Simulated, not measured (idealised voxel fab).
Process module name: voxel air gaps
Cross-section cut: width 155 nm, square cells of 5 nm.
Heads up, the way a cross-section reads in here is a grid of square cells, handed over as bands from the top down, with every band being one or more rows of cells. Heads up on the band format: heights come first, top then bottom, in nm. After that it's the materials left to right, each with its width in nm. A single material flagged "full width" fills the whole band edge to edge, and "blank" means there's empty space there. It should be noted that heights are counted from 0, beneath which the wafer as supplied is of one material throughout, and that the lowest band possesses no lower boundary but continues downward, as written in "0 nm and below". Top row gets the first number, bottom row gets the second, and each row in between changes by the same step: that is how a band width like "30..40" works. Where the words "no alterations made" appear for a step, the cross-section shows no cell changed by that step; every cell remained as before. For the entry "Non-vented voids", the listed items are empty spaces with no open way to the top whose size is 8 cells or more; each item follows the pattern width x height at distance, where distance is from the left edge and all three are in nm. Heads up: the bit after the settings on a step's line is the simulator's remark on that step. overlay nm: on a step with a mask, how far right of its planned place the mask lay; negative means left.

Intended process steps
1) RECEIVE,material Si
2) CONFORMAL_DEP,material SiO2,thk nm 15
3) CONFORMAL_DEP,material SiN,thk nm 5
4) DIRECTIONAL_DEP,material lowk,thk nm 35
5) DIRECTIONAL_DEP,material aC,thk nm 10
6) PATTERN,tone open,mask id LINES,material resist,width nm 15,pitch nm 40,thk nm 30,overlay nm 0
7) DIRECTIONAL_ETCH,etch materials aC,depth nm 10
8) STRIP,etch materials resist
9) DIRECTIONAL_ETCH,etch materials lowk,depth nm 35
10) STRIP,etch materials aC
11) CONFORMAL_DEP,material TiN,thk nm 5
12) FILL_DEP,material Ru,thk nm 5
13) CMP,height nm 55
14) EPI,material Ru,thk nm 10
15) SELECTIVE_ETCH,etch materials lowk,depth nm 45
16) CONFORMAL_DEP,material SiN,thk nm 5

Cross-sectional view of the wafer in its as-received condition, corresponding to the state after step 1
0 nm and below = Si full width
Non-vented voids: none

Wafer cross-section at end of module: start and plan as shown above, one execution error
70 nm to 65 nm = blank (15), then SiN (130), then blank (10)
65 nm to 55 nm = blank (15), then SiN (5), then Ru (120), then SiN (5), then blank (10)
55 nm to 50 nm = blank (15), then SiN (15), then TiN (5), then Ru (10), then TiN (5), then lowk (20), then TiN (5), then Ru (10), then TiN (5), then lowk (20), then TiN (5), then Ru (10), then TiN (5), then SiN (15), then blank (10)
50 nm to 25 nm = blank (25), then SiN (5), then TiN (5), then Ru (10), then TiN (5), then lowk (20), then TiN (5), then Ru (10), then TiN (5), then lowk (20), then TiN (5), then Ru (10), then TiN (5), then SiN (5), then blank (20)
25 nm to 20 nm = SiN (30), then TiN (20), then lowk (20), then TiN (20), then lowk (20), then TiN (20), then SiN (25)
20 nm to 15 nm = SiN full width
15 nm to 0 nm = SiO2 full width
0 nm and below = Si full width
Non-vented voids: none
Deviation noted in wafer processing: step 6 was not run as planned; what actually ran was PATTERN,tone open,mask id LINES,material resist,width nm 20,pitch nm 40,thk nm 30,overlay nm 0
